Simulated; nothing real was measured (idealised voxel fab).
process module | voxel trench capacitor
cross-section cut | 220 nm wide | cells 5 nm
A cross-section is a grid of square cells, given in bands from the top down. A band is one or more rows of cells.
Each band's line starts with the height of the band's top and of its bottom, in nm. Then come its materials from left to right, each with its width in nm. One material with "throughout" fills the band from edge to edge. "air" is empty space.
Height 0 is the level under which the wafer as received is all one material. The lowest band goes on downwards, as in "0 down".
A width such as "30 to 40" changes by the same amount from each row of cells to the next, from the band's top row to its bottom row.
"no change" after a step means that no cell of the cross-section changed.
closed voids: empty space of 8 cells or more with no open way to the top, each as width x height at its distance from the left edge, in nm
after a step's settings: what the simulator itself notes on the step
overlay nm, on a step with a mask: how far to the right of its planned place the mask lay; to the left if negative
plan
1 op RECEIVE | material Si
2 op CONFORMAL_DEP | material SiN | thk nm 5
3 op DIRECTIONAL_DEP | material aC | thk nm 10
4 op PATTERN | tone open | mask id TRENCH | material resist | width nm 15 | pitch nm 40 | thk nm 30 | overlay nm 0
5 op DIRECTIONAL_ETCH | etch materials aC | depth nm 10
6 op STRIP | etch materials resist
7 op DIRECTIONAL_ETCH | etch materials SiN | depth nm 5
8 op DIRECTIONAL_ETCH | etch materials Si | depth nm 25
9 op STRIP | etch materials aC
10 op CONFORMAL_DEP | material SiO2 | thk nm 5
11 op FILL_DEP | material polySi | thk nm 5
12 op CMP | height nm 5
as received, after step 1
  0 down: Si throughout
  closed voids: none
first wafer at the end, as planned
  5 to 0: SiN 60 | SiO2 5 | polySi 5 | SiO2 5 | SiN 25 | SiO2 5 | polySi 5 | SiO2 5 | SiN 25 | SiO2 5 | polySi 5 | SiO2 5 | SiN 65
  0 to -20: Si 60 | SiO2 5 | polySi 5 | SiO2 5 | Si 25 | SiO2 5 | polySi 5 | SiO2 5 | Si 25 | SiO2 5 | polySi 5 | SiO2 5 | Si 65
  -20 to -25: Si 60 | SiO2 15 | Si 25 | SiO2 15 | Si 25 | SiO2 15 | Si 65
  -25 down: Si throughout
  closed voids: none
second wafer at the end: like start, like plan, one mistake
  10 to 5: SiO2 65 | polySi 5 | SiO2 35 | polySi 5 | SiO2 35 | polySi 5 | SiO2 70
  5 to 0: SiN 60 | SiO2 5 | polySi 5 | SiO2 5 | SiN 25 | SiO2 5 | polySi 5 | SiO2 5 | SiN 25 | SiO2 5 | polySi 5 | SiO2 5 | SiN 65
  0 to -20: Si 60 | SiO2 5 | polySi 5 | SiO2 5 | Si 25 | SiO2 5 | polySi 5 | SiO2 5 | Si 25 | SiO2 5 | polySi 5 | SiO2 5 | Si 65
  -20 to -25: Si 60 | SiO2 15 | Si 25 | SiO2 15 | Si 25 | SiO2 15 | Si 65
  -25 down: Si throughout
  closed voids: none
what went wrong: step 12 ran as: op CMP | height nm 10
at the end the second wafer has, in cells: 41 more of SiO2 | 3 more of polySi
